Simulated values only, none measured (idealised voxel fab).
Title: Process Module voxel gate over fins
165 nm wide, 5 nm square cells: that's cross-section cut.
Each cross-section below is a grid of square cells, stated as bands in top-down order, with one or more rows of cells making up each band. The entry gives the band's vertical extent as a top height and a bottom height in nm, then its horizontal make-up as materials from left to right, each with a width in nm. "blank" stands for empty space; a single material marked "full width" fills the band edge to edge. Where do heights start? At 0: under that level the wafer as delivered is made of one material only. And the lowest band has no floor; it just carries on downward, as in "z 0 and below". With a width like "30..40", each row of cells in the band differs from the next by the same amount, the top row carrying the first number and the bottom row the second. Take "no change" at face value: in the step it is given for, the cross-section changed in none of its cells. Voids not open to the top, 8 cells minimum: see "Trapped cavities". Written width x height at distance; distance is from the left edge; nm. Heads up: the bit after the settings on a step's line is the simulator's remark on that step. A step's line can hold "overlay nm"; with a mask on that step, the setting says how far right of the planned place the mask lay, while a negative setting says it lay to the left.
This section lists the process steps that were planned:
1 RECEIVE (material Si)
2 CONFORMAL_DEP (material SiN; thk nm 5)
3 PATTERN (tone cover; mask id FINS; material resist; width nm 15; pitch nm 45; thk nm 20; overlay nm 0)
4 DIRECTIONAL_ETCH (etch materials SiN; depth nm 5)
5 DIRECTIONAL_ETCH (etch materials Si; depth nm 30)
6 STRIP (etch materials resist)
7 FILL_DEP (material SiO2; thk nm 15)
8 CMP (height nm 5)
9 SELECTIVE_ETCH (etch materials SiO2; depth nm 20)
10 STRIP (etch materials SiN)
11 CONFORMAL_DEP (material HfO2; thk nm 5)
12 CONFORMAL_DEP (material TiN; thk nm 5)
13 CONFORMAL_DEP (material TiAl; thk nm 5)
14 CONFORMAL_DEP (material TiN; thk nm 5)
15 FILL_DEP (material W; thk nm 10)
16 CMP (height nm 25)
17 CONFORMAL_DEP (material SiCN; thk nm 10)
As received, after step 1:
* z 0 and below: Si full width
* Trapped cavities: none
Module complete - cross-section of the first of two wafers, run according to plan:
* z 35 to 25: SiCN full width
* z 25 to 20: W full width
* z 20 to 15: W 30 / TiN 100 / W 35
* z 15 to 10: W 30 / TiN 5 / TiAl 90 / TiN 5 / W 35
* z 10 to 5: W 30 / TiN 5 / TiAl 5 / TiN 35 / TiAl 10 / TiN 35 / TiAl 5 / TiN 5 / W 35
* z 5 to 0: TiN 35 / TiAl 5 / TiN 5 / HfO2 25 / TiN 5 / TiAl 10 / TiN 5 / HfO2 25 / TiN 5 / TiAl 5 / TiN 40
* z 0 to -5: TiAl 40 / TiN 5 / HfO2 5 / Si 15 / HfO2 5 / TiN 5 / TiAl 10 / TiN 5 / HfO2 5 / Si 15 / HfO2 5 / TiN 5 / TiAl 45
* z -5 to -10: TiN 45 / HfO2 5 / Si 15 / HfO2 5 / TiN 20 / HfO2 5 / Si 15 / HfO2 5 / TiN 50
* z -10 to -15: HfO2 50 / Si 15 / HfO2 30 / Si 15 / HfO2 55
* z -15 to -30: SiO2 50 / Si 15 / SiO2 30 / Si 15 / SiO2 55
* z -30 and below: Si full width
* Trapped cavities: none
Wafer two (of two), end-of-module cross-section: start = wafer one, plan = wafer one, one run mistake:
* z 35 to 25: SiCN full width
* z 25 to 20: W full width
* z 20 to 15: W 30 / HfO2 100 / W 35
* z 15 to 10: W 30 / HfO2 5 / TiAl 90 / HfO2 5 / W 35
* z 10 to 5: W 30 / HfO2 5 / TiAl 5 / TiN 35 / TiAl 10 / TiN 35 / TiAl 5 / HfO2 5 / W 35
* z 5 to 0: HfO2 35 / TiAl 5 / TiN 5 / HfO2 25 / TiN 5 / TiAl 10 / TiN 5 / HfO2 25 / TiN 5 / TiAl 5 / HfO2 40
* z 0 to -5: TiAl 40 / TiN 5 / HfO2 5 / Si 15 / HfO2 5 / TiN 5 / TiAl 10 / TiN 5 / HfO2 5 / Si 15 / HfO2 5 / TiN 5 / TiAl 45
* z -5 to -10: TiN 45 / HfO2 5 / Si 15 / HfO2 5 / TiN 20 / HfO2 5 / Si 15 / HfO2 5 / TiN 50
* z -10 to -15: HfO2 50 / Si 15 / HfO2 30 / Si 15 / HfO2 55
* z -15 to -30: SiO2 50 / Si 15 / SiO2 30 / Si 15 / SiO2 55
* z -30 and below: Si full width
* Trapped cavities: none
Short version of what went wrong: rather than as planned, step 14 actually ran as CONFORMAL_DEP (material HfO2; thk nm 5)
Once processing is complete, comparing cell counts shows that the second wafer has more or fewer of certain materials than the first: +39 HfO2; -39 TiN
